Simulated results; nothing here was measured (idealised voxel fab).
process module | voxel local oxidation
cross-section cut | 205 nm wide | cells 5 nm
A cross-section is a grid of square cells, given in bands from the top down. A band is one or more rows of cells.
Each band's line starts with the height of the band's top and of its bottom, in nm. Then come its materials from left to right, each with its width in nm. One material with "throughout" fills the band from edge to edge. "air" is empty space.
Height 0 is the level under which the wafer as received is all one material. The lowest band goes on downwards, as in "0 down".
A width such as "30 to 40" changes by the same amount from each row of cells to the next, from the band's top row to its bottom row.
"no change" after a step means that no cell of the cross-section changed.
closed voids: empty space of 8 cells or more with no open way to the top, each as width x height at its distance from the left edge, in nm
after a step's settings: what the simulator itself notes on the step
overlay nm, on a step with a mask: how far to the right of its planned place the mask lay; to the left if negative
plan
1 op RECEIVE | material Si
2 op CONFORMAL_DEP | material SiO2 | thk nm 5
3 op CONFORMAL_DEP | material SiN | thk nm 10
4 op DIRECTIONAL_DEP | material aC | thk nm 15
5 op PATTERN | tone cover | mask id ACTIVE | material resist | width nm 105 | thk nm 30 | overlay nm 0
6 op DIRECTIONAL_ETCH | etch materials aC | depth nm 15
7 op STRIP | etch materials resist
8 op DIRECTIONAL_ETCH | etch materials SiN | depth nm 10
9 op STRIP | etch materials aC
10 op SELECTIVE_ETCH | etch materials SiO2 | depth nm 5
11 op OXIDIZE | depth nm 15
12 op STRIP | etch materials SiN
as received, after step 1
  0 down: Si throughout
  closed voids: none
first wafer at the end, as planned
  5 to 0: air 55 | SiO2 95 | air 55
  0 to -15: SiO2 70 | Si 65 | SiO2 70
  -15 down: Si throughout
  closed voids: none
second wafer at the end: like start, like plan, one mistake
  5 to 0: air 55 | SiO2 95 | air 55
  0 to -20: SiO2 75 | Si 55 | SiO2 75
  -20 down: Si throughout
  closed voids: none
what went wrong: step 11 ran as: op OXIDIZE | depth nm 20
at the end the second wafer has, in cells: 36 fewer of Si | 36 more of SiO2
